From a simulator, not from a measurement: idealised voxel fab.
You're looking at the process module voxel transistor to metal.
FYI the section here is cut, 145 nm wide, cells are 5 nm squares.
Cross-sections here: square-cell grids, written as top-down lists of bands, a band being one or more rows of cells. This entry defines a band. It first specifies the height of the band's top and the height of its bottom in nm, and then specifies the band's materials from left to right, stating each material with its width in nm. The word "throughout" identifies a single material that fills the band from edge to edge, while the word "empty" identifies empty space. Zero point of the height axis is 0; under it, received wafer = one material. Lowest band: continues down indefinitely, "0..down". A width such as "30..40" changes by the same amount from each row of cells to the next, from the band's top row to its bottom row. Given "no alteration" for a step, no cell of the cross-section differs between before and after that step. Each empty space that has no open way to the top and spans at least 8 cells appears under "Entrapped voids" as width x height at distance, the distance counted from the left edge, all in nm. On a step's line, text after the settings is the simulator commenting on that step. When a step includes a mask, the "overlay nm" setting on its line states how far to the right of its planned place that mask lay, and negative values state how far to the left.
plan:
1,RECEIVE,material Si
2,OXIDIZE,depth nm 5
3,CONFORMAL_DEP,material SiN,thk nm 10
4,PATTERN,tone cover,mask id ACTIVE,material resist,width nm 85,thk nm 15,overlay nm 0
5,DIRECTIONAL_ETCH,etch materials SiN,depth nm 10
6,DIRECTIONAL_ETCH,etch materials SiO2,depth nm 5
7,DIRECTIONAL_ETCH,etch materials Si,depth nm 25
8,STRIP,etch materials resist
9,FILL_DEP,material SiO2,thk nm 5
10,CMP,height nm 10
11,SELECTIVE_ETCH,etch materials SiO2,depth nm 5
12,STRIP,etch materials SiN
13,SELECTIVE_ETCH,etch materials SiO2,depth nm 5
14,OXIDIZE,depth nm 5
15,DIRECTIONAL_DEP,material polySi,thk nm 25
16,DIRECTIONAL_DEP,material SiCN,thk nm 15
17,MASKED_ETCH,tone cover,mask id GATE,width nm 15,etch materials SiCN,depth nm 25,overlay nm 0
18,MASKED_ETCH,tone cover,mask id GATE,width nm 15,etch materials polySi,depth nm 35,overlay nm 0
19,CONFORMAL_DEP,material SiO2,thk nm 5
20,DIRECTIONAL_ETCH,etch materials SiO2,depth nm 5
21,CONFORMAL_DEP,material SiN,thk nm 10
22,DIRECTIONAL_ETCH,etch materials SiN,depth nm 10
23,DIRECTIONAL_ETCH,etch materials SiO2,depth nm 5
24,DIRECTIONAL_ETCH,etch materials Si,depth nm 5
25,EPI,material SiGe,thk nm 5
26,FILL_DEP,material SiO2,thk nm 10
27,CMP,height nm 35
28,DIRECTIONAL_DEP,material SiO2,thk nm 15
29,PATTERN,tone open,mask id CONTACT,material resist,width nm 25,pitch nm 50,thk nm 15,overlay nm 0
30,DIRECTIONAL_ETCH,etch materials SiO2,depth nm 55
31,STRIP,etch materials resist
32,CONFORMAL_DEP,material TiN,thk nm 5
33,FILL_DEP,material W,thk nm 5
34,CMP,height nm 50
35,DIRECTIONAL_DEP,material TiN,thk nm 5
36,DIRECTIONAL_DEP,material W,thk nm 25
37,MASKED_ETCH,tone cover,mask id METAL_1,width nm 15,pitch nm 60,etch materials W,depth nm 25,overlay nm 0
38,MASKED_ETCH,tone cover,mask id METAL_1,width nm 15,pitch nm 60,etch materials TiN,depth nm 5,overlay nm 0
39,CONFORMAL_DEP,material SiCN,thk nm 5
40,FILL_DEP,material SiO2,thk nm 10
41,CMP,height nm 80
42,CONFORMAL_DEP,material SiCN,thk nm 5
This is the cross-section of the wafer as we received it, i.e. after step 1:
    0..down  Si throughout
    Entrapped voids: none
Look at the cross-section after the module: the wafer started out the way shown above and the plan was the one shown above, yet one mistake was made along the way:
    85..80  SiCN throughout
    80..55  30 nm SiO2  5 nm SiCN  15 nm W  5 nm SiCN  35 nm SiO2  5 nm SiCN  15 nm W  5 nm SiCN  30 nm SiO2
    55..50  35 nm SiCN  15 nm TiN  45 nm SiCN  15 nm TiN  35 nm SiCN
    50..40  30 nm W  5 nm TiN  25 nm SiO2  5 nm TiN  15 nm W  5 nm TiN  25 nm SiO2  5 nm TiN  30 nm W
    40..35  30 nm W  5 nm TiN  25 nm SiO2  25 nm TiN  25 nm SiO2  5 nm TiN  30 nm W
    35..20  30 nm W  5 nm TiN  15 nm SiO2  10 nm SiN  5 nm TiN  15 nm SiCN  5 nm TiN  10 nm SiN  15 nm SiO2  5 nm TiN  30 nm W
    20..5  30 nm W  5 nm TiN  15 nm SiO2  10 nm SiN  5 nm TiN  15 nm polySi  5 nm TiN  10 nm SiN  15 nm SiO2  5 nm TiN  30 nm W
    5..0  25 nm W  10 nm TiN  15 nm SiO2  10 nm SiN  5 nm TiN  15 nm polySi  5 nm TiN  10 nm SiN  15 nm SiO2  10 nm TiN  25 nm W
    0..-5  30 nm TiN  10 nm SiN  10 nm SiO2  10 nm SiN  5 nm TiN  15 nm polySi  5 nm TiN  10 nm SiN  10 nm SiO2  10 nm SiN  30 nm TiN
    -5..-10  40 nm SiO2  10 nm SiGe  45 nm SiO2  10 nm SiGe  40 nm SiO2
    -10..-15  30 nm SiO2  10 nm Si  10 nm SiGe  45 nm Si  10 nm SiGe  10 nm Si  30 nm SiO2
    -15..-30  30 nm SiO2  85 nm Si  30 nm SiO2
    -30..down  Si throughout
    Entrapped voids: none
Processing error: step 29 was processed under conditions differing from the plan, specifically as PATTERN,tone cover,mask id CONTACT,material resist,width nm 25,pitch nm 50,thk nm 15,overlay nm 0
